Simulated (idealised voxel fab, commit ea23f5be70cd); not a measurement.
voxel wiring stack: a process module
cross-section cut | 170 nm wide | cells 5 nm
Notation: cross-section as square-cell grid; stated in bands, top first, going down; one or more cell rows per band. A band entry consists of two parts. The first gives the height of the band's top and the height of its bottom, in nm. The rest lists the band's materials from left to right, each with its width in nm. A single material labelled with the word "full width" fills the band from edge to edge, and the word "blank" marks empty space. For the purposes of this specification, 0 denotes the height below which the wafer in its as-received condition is composed wholly of one material, and the lowermost band, lacking a lower limit, extends downward without end, as expressed in "0..down". You'd read "30->40" like this: the band's top row of cells is as wide as the first number, its bottom row is as wide as the second, and going down, every row changes width by the same amount as the row before did. Step note "no change occurred" = no cross-section cell changed. "Fully enclosed voids": empty spaces of 8 cells or more with no open way to the top, each given as width x height at distance, distance from the left edge, all in nm. On each step's line, the part that comes after the settings is the simulator's own comment on the step. overlay nm: right-of-plan distance of the mask on a masked step; negative values mean left-of-plan.

Below is the list of planned process steps
1: RECEIVE,material Si
2: CONFORMAL_DEP,material SiO2,thk nm 15
3: DIRECTIONAL_DEP,material TiN,thk nm 5
4: DIRECTIONAL_DEP,material Ru,thk nm 15
5: PATTERN,tone cover,mask id METAL_1,material resist,width nm 25,pitch nm 40,thk nm 15,overlay nm 0
6: DIRECTIONAL_ETCH,etch materials Ru,depth nm 15
7: DIRECTIONAL_ETCH,etch materials TiN,depth nm 5
8: STRIP,etch materials resist
9: CONFORMAL_DEP,material SiCN,thk nm 5
10: FILL_DEP,material lowk,thk nm 10
11: CMP,height nm 35
12: CONFORMAL_DEP,material SiCN,thk nm 5
13: DIRECTIONAL_DEP,material lowk,thk nm 10
14: PATTERN,tone open,mask id PLUG_1,material resist,width nm 15,thk nm 20,overlay nm 0
15: DIRECTIONAL_ETCH,etch materials lowk,depth nm 10
16: DIRECTIONAL_ETCH,etch materials SiCN,depth nm 5
17: STRIP,etch materials resist
18: CONFORMAL_DEP,material TiN,thk nm 5
19: FILL_DEP,material W,thk nm 10
20: CMP,height nm 50
21: DIRECTIONAL_DEP,material TiN,thk nm 5
22: DIRECTIONAL_DEP,material Ru,thk nm 25
23: DIRECTIONAL_DEP,material aC,thk nm 15
24: PATTERN,tone cover,mask id METAL_2,material resist,width nm 25,pitch nm 40,thk nm 30,overlay nm 0
25: DIRECTIONAL_ETCH,etch materials aC,depth nm 15
26: STRIP,etch materials resist
27: DIRECTIONAL_ETCH,etch materials Ru,depth nm 25
28: DIRECTIONAL_ETCH,etch materials TiN,depth nm 5
29: STRIP,etch materials aC
30: FILL_DEP,material lowk,thk nm 5
31: CMP,height nm 80
32: CONFORMAL_DEP,material SiCN,thk nm 5
33: DIRECTIONAL_DEP,material SiO2,thk nm 25
34: PATTERN,tone open,mask id METAL_3_HOLES,material resist,width nm 15,thk nm 15,overlay nm 0
35: DIRECTIONAL_ETCH,etch materials SiO2,depth nm 25
36: STRIP,etch materials resist
37: PATTERN,tone open,mask id METAL_3,material resist,width nm 15,pitch nm 40,thk nm 15,overlay nm 0
38: DIRECTIONAL_ETCH,etch materials SiO2,depth nm 15
39: DIRECTIONAL_ETCH,etch materials SiCN,depth nm 5
40: STRIP,etch materials resist
41: CONFORMAL_DEP,material TiN,thk nm 5
42: FILL_DEP,material Cu,thk nm 10
43: CMP,height nm 110
44: CONFORMAL_DEP,material SiN,thk nm 5
The width nm used in step 37 is not the same on every wafer, whereas the starting condition is; the value printed in the plan is the first wafer's.

Cut through the first of several wafers as received, post step 1
    0..down: Si full width
    Fully enclosed voids: none

First of several wafers, sectioned at end of module (last step: step 44)
    115..110: SiN full width
    110..100: SiO2 50; TiN 5; Cu 10; TiN 5; SiO2 25; TiN 5; Cu 5; TiN 5; SiO2 60
    100..95: SiO2 50; TiN 5; Cu 5; TiN 10; SiO2 25; TiN 15; SiO2 60
    95..90: SiO2 50; TiN 5; Cu 5; TiN 5; SiO2 105
    90..85: SiO2 50; TiN 15; SiO2 105
    85..80: SiCN 55; TiN 10; SiCN 105
    80..55: lowk 50; Ru 25; lowk 15; Ru 25; lowk 55
    55..50: lowk 50; TiN 25; lowk 15; TiN 25; lowk 55
    50..40: lowk 50; TiN 5; W 5; TiN 5; lowk 105
    40..35: SiCN 50; TiN 15; SiCN 105
    35..20: lowk 45; SiCN 5; Ru 25; SiCN 5; lowk 5; SiCN 5; Ru 25; SiCN 5; lowk 50
    20..15: SiCN 50; TiN 25; SiCN 15; TiN 25; SiCN 55
    15..0: SiO2 full width
    0..down: Si full width
    Fully enclosed voids: none

Last wafer of the set, cross-sectioned at end of module
    115..110: SiN full width
    110..100: SiO2 50; TiN 5; Cu 15; TiN 5; SiO2 15; TiN 5; Cu 15; TiN 5; SiO2 55
    100..95: SiO2 50; TiN 5; Cu 5; TiN 15; SiO2 15; TiN 25; SiO2 55
    95..85: SiO2 50; TiN 5; Cu 5; TiN 5; SiO2 105
    85..80: SiCN 50; TiN 15; SiCN 105
    80..55: lowk 50; Ru 25; lowk 15; Ru 25; lowk 55
    55..50: lowk 50; TiN 25; lowk 15; TiN 25; lowk 55
    50..40: lowk 50; TiN 5; W 5; TiN 5; lowk 105
    40..35: SiCN 50; TiN 15; SiCN 105
    35..20: lowk 45; SiCN 5; Ru 25; SiCN 5; lowk 5; SiCN 5; Ru 25; SiCN 5; lowk 50
    20..15: SiCN 50; TiN 25; SiCN 15; TiN 25; SiCN 55
    15..0: SiO2 full width
    0..down: Si full width
    Fully enclosed voids: none

Per wafer (row), end of module: delta in cells per material since receipt, (+) for gained, (-) for lost; closed voids after that
width nm 15 | +8 Cu | +80 Ru | +99 SiCN | +34 SiN | +245 SiO2 | +48 TiN | +2 W | +266 lowk | Fully enclosed voids: none
width nm 20 | +12 Cu | +80 Ru | +99 SiCN | +34 SiN | +239 SiO2 | +50 TiN | +2 W | +266 lowk | Fully enclosed voids: none
width nm 25 | +15 Cu | +80 Ru | +98 SiCN | +34 SiN | +236 SiO2 | +51 TiN | +2 W | +266 lowk | Fully enclosed voids: none
